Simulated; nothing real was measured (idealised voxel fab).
Process module in this document: voxel ribs on slabs
Displayed cross-section: cut, width of 275 nm, square cells sized 5 nm.
Square cells in a grid make up a cross-section in this document, and the grid is given as bands, listed from the top down, each one or more rows of cells. Heads up on the band format: heights come first, top then bottom, in nm. After that it's the materials left to right, each with its width in nm. A single material flagged "full width" fills the whole band edge to edge, and "empty" means there's empty space there. Ref level 0: as-received wafer is one material below here. Bottom band extends down with no lower bound ("0 down"). A width such as "30..40" changes by the same amount from each row of cells to the next, from the band's top row to its bottom row. Given "remains unaltered" for a step, no cell of the cross-section differs between before and after that step. Closed empty spaces (no open way to the top) of 8 cells or more are what "Enclosed voids" lists, each as width x height at distance from the left edge, nm for all three. If you see something after the settings on a step's line, that's the simulator's own remark about that step. overlay nm: right-of-plan distance of the mask on a masked step; negative values mean left-of-plan.

**Planned process steps**
| 1 | RECEIVE: material Si |
| 2 | DIRECTIONAL_DEP: material SiO2, thk nm 30 |
| 3 | DIRECTIONAL_DEP: material SiN, thk nm 20 |
| 4 | DIRECTIONAL_DEP: material aC, thk nm 15 |
| 5 | PATTERN: tone cover, mask id RIB, material resist, width nm 30, thk nm 35, overlay nm 0 |
| 6 | DIRECTIONAL_ETCH: etch materials aC, depth nm 15 |
| 7 | STRIP: etch materials resist |
| 8 | DIRECTIONAL_ETCH: etch materials SiN, depth nm 5 |
| 9 | STRIP: etch materials aC |
| 10 | DIRECTIONAL_DEP: material aC, thk nm 10 |
| 11 | PATTERN: tone cover, mask id SLAB, material resist, width nm 80, thk nm 30, overlay nm -15 |
| 12 | DIRECTIONAL_ETCH: etch materials aC, depth nm 10 |
| 13 | STRIP: etch materials resist |
| 14 | DIRECTIONAL_ETCH: etch materials SiN, depth nm 15 |
| 15 | STRIP: etch materials aC |
| 16 | FILL_DEP: material SiO2, thk nm 25 |
| 17 | CMP: height nm 65 |
| 18 | DIRECTIONAL_DEP: material TiN, thk nm 5 |
| 19 | PATTERN: tone cover, mask id HEATER, material resist, width nm 40, thk nm 20, overlay nm 0 |
| 20 | DIRECTIONAL_ETCH: etch materials TiN, depth nm 5 |
| 21 | STRIP: etch materials resist |
| 22 | CONFORMAL_DEP: material SiO2, thk nm 10 |
It is noted that the wafers described herein are identical at the outset and are distinguished by the overlay nm of step 11; the value stated in the plan corresponds to the first wafer.

**The first of several wafers, as received after step 1, seen in section**
> 0 down  Si full width
> Enclosed voids: none

**wafer rows; end of module; cells per material since receipt: (+) gained, (-) lost; then closed voids**
overlay nm -15 | +54 SiN | +775 SiO2 | +8 TiN | Enclosed voids: none
overlay nm -10 | +54 SiN | +775 SiO2 | +8 TiN | Enclosed voids: none
overlay nm -5 | +54 SiN | +775 SiO2 | +8 TiN | Enclosed voids: none
overlay nm 0 | +54 SiN | +775 SiO2 | +8 TiN | Enclosed voids: none
overlay nm 5 | +54 SiN | +775 SiO2 | +8 TiN | Enclosed voids: none
overlay nm 10 | +54 SiN | +775 SiO2 | +8 TiN | Enclosed voids: none
overlay nm 15 | +54 SiN | +775 SiO2 | +8 TiN | Enclosed voids: none
